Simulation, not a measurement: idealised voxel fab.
You're looking at the process module voxel capacitor over wiring.
Pictured: cross-section cut, 155 nm wide, on a grid of 5 nm square cells.
In what follows, cross-sections appear as grids of square cells, described through bands that run from the top down, where every band is one or more rows of cells. Read a band's entry like this: the first values are the height of its top and the height of its bottom in nm, and what follows is the sequence of materials from left to right, each with its width in nm. Note that "air" is empty space, and that a single material marked "edge to edge" reaches across the band from edge to edge. Zero point of the height axis is 0; under it, received wafer = one material. Lowest band: continues down indefinitely, "0 nm and below". The expression "30..40" gives the width at the extremes of the band, the first number at its top row of cells and the second at its bottom row, with the width changing by equal amounts from each row to the next in between. A step reported as "remained the same" is a step in which no cell of the cross-section changed. Empty spaces without an open route to the top, at least 8 cells in extent, make up the entry "Closed void list"; each is given as width x height at distance, where the distance is measured from the left edge, and all are in nm. Whatever follows a step's settings on its line is a remark the simulator itself makes about that step. "overlay nm", when on a step's line for a step with a mask, measures how far to the right of its planned place the mask lay; a negative measure means to the left.
# The process steps that were planned are listed below
| 1 | RECEIVE with material Si |
| 2 | CONFORMAL_DEP with material SiO2, thk nm 10 |
| 3 | DIRECTIONAL_DEP with material TiN, thk nm 5 |
| 4 | DIRECTIONAL_DEP with material Ru, thk nm 20 |
| 5 | DIRECTIONAL_DEP with material aC, thk nm 10 |
| 6 | PATTERN with tone cover, mask id METAL_1, material resist, width nm 25, pitch nm 95, thk nm 30, overlay nm 0 |
| 7 | DIRECTIONAL_ETCH with etch materials aC, depth nm 10 |
| 8 | STRIP with etch materials resist |
| 9 | DIRECTIONAL_ETCH with etch materials Ru, depth nm 20 |
| 10 | DIRECTIONAL_ETCH with etch materials TiN, depth nm 5 |
| 11 | STRIP with etch materials aC |
| 12 | CONFORMAL_DEP with material SiN, thk nm 5 |
| 13 | FILL_DEP with material lowk, thk nm 5 |
| 14 | CMP with height nm 35 |
| 15 | CONFORMAL_DEP with material SiCN, thk nm 5 |
| 16 | DIRECTIONAL_DEP with material lowk, thk nm 15 |
| 17 | PATTERN with tone open, mask id PLUG_1, material resist, width nm 15, thk nm 15, overlay nm 0 |
| 18 | DIRECTIONAL_ETCH with etch materials lowk, depth nm 15 |
| 19 | DIRECTIONAL_ETCH with etch materials SiCN, depth nm 5 |
| 20 | STRIP with etch materials resist |
| 21 | EPI with material Ru, thk nm 10 |
| 22 | EPI with material Ru, thk nm 10 |
| 23 | DIRECTIONAL_DEP with material TiN, thk nm 5 |
| 24 | DIRECTIONAL_DEP with material Al2O3, thk nm 5 |
| 25 | DIRECTIONAL_DEP with material TiN, thk nm 10 |
| 26 | PATTERN with tone cover, mask id UPPER_PLATE, material resist, width nm 75, thk nm 20, overlay nm 0 |
| 27 | DIRECTIONAL_ETCH with etch materials TiN, depth nm 10 |
| 28 | DIRECTIONAL_ETCH with etch materials Al2O3, depth nm 5 |
| 29 | STRIP with etch materials resist |
| 30 | PATTERN with tone cover, mask id LOWER_PLATE, material resist, width nm 85, thk nm 20, overlay nm 0 |
| 31 | DIRECTIONAL_ETCH with etch materials TiN, depth nm 5 |
| 32 | STRIP with etch materials resist |
| 33 | FILL_DEP with material SiO2, thk nm 15 |
| 34 | CMP with height nm 85 |
| 35 | DIRECTIONAL_DEP with material aC, thk nm 10 |
| 36 | PATTERN with tone open, mask id PLUG_2, material resist, width nm 15, thk nm 25, overlay nm 0 |
| 37 | DIRECTIONAL_ETCH with etch materials aC, depth nm 10 |
| 38 | STRIP with etch materials resist |
| 39 | DIRECTIONAL_ETCH with etch materials SiO2, depth nm 10 |
| 40 | STRIP with etch materials aC |
| 41 | CONFORMAL_DEP with material TiN, thk nm 5 |
| 42 | FILL_DEP with material Ru, thk nm 10 |
| 43 | CMP with height nm 85 |
| 44 | CONFORMAL_DEP with material SiCN, thk nm 5 |
# Cross-section of the wafer at receipt, which is the condition after step 1
    0 nm and below = Si edge to edge
    Closed void list: none
# Wafer cross-section at module end: first of two, run to plan
    90 nm to 85 nm = SiCN edge to edge
    85 nm to 80 nm = SiO2 (35), TiN (5), Ru (5), TiN (5), SiO2 (105)
    80 nm to 75 nm = SiO2 (35), TiN (15), SiO2 (105)
    75 nm to 65 nm = SiO2 (25), TiN (75), SiO2 (55)
    65 nm to 60 nm = SiO2 (25), Al2O3 (75), SiO2 (55)
    60 nm to 55 nm = SiO2 (20), TiN (85), SiO2 (50)
    55 nm to 40 nm = lowk (25), Ru (15), lowk (115)
    40 nm to 35 nm = SiCN (25), Ru (15), SiCN (115)
    35 nm to 15 nm = lowk (10), SiN (5), Ru (25), SiN (5), lowk (60), SiN (5), Ru (25), SiN (5), lowk (15)
    15 nm to 10 nm = SiN (15), TiN (25), SiN (70), TiN (25), SiN (20)
    10 nm to 0 nm = SiO2 edge to edge
    0 nm and below = Si edge to edge
    Closed void list: none
# Here is the second of the two wafers cut open at the end of the module - same start, same plan as the first one, but we made one mistake running it
    90 nm to 85 nm = SiCN edge to edge
    85 nm to 80 nm = SiO2 (40), TiN (5), Ru (5), TiN (5), SiO2 (100)
    80 nm to 75 nm = SiO2 (40), TiN (15), SiO2 (100)
    75 nm to 65 nm = SiO2 (25), TiN (75), SiO2 (55)
    65 nm to 60 nm = SiO2 (25), Al2O3 (75), SiO2 (55)
    60 nm to 55 nm = SiO2 (20), TiN (85), SiO2 (50)
    55 nm to 40 nm = lowk (25), Ru (15), lowk (115)
    40 nm to 35 nm = SiCN (25), Ru (15), SiCN (115)
    35 nm to 15 nm = lowk (10), SiN (5), Ru (25), SiN (5), lowk (60), SiN (5), Ru (25), SiN (5), lowk (15)
    15 nm to 10 nm = SiN (15), TiN (25), SiN (70), TiN (25), SiN (20)
    10 nm to 0 nm = SiO2 edge to edge
    0 nm and below = Si edge to edge
    Closed void list: none
What went wrong in running the wafer? step 36, actual vs plan mismatch, actual run PATTERN with tone open, mask id PLUG_2, material resist, width nm 15, thk nm 25, overlay nm 5
Heads up: at the end the two wafers have identical cell counts per material, they're just laid out differently.
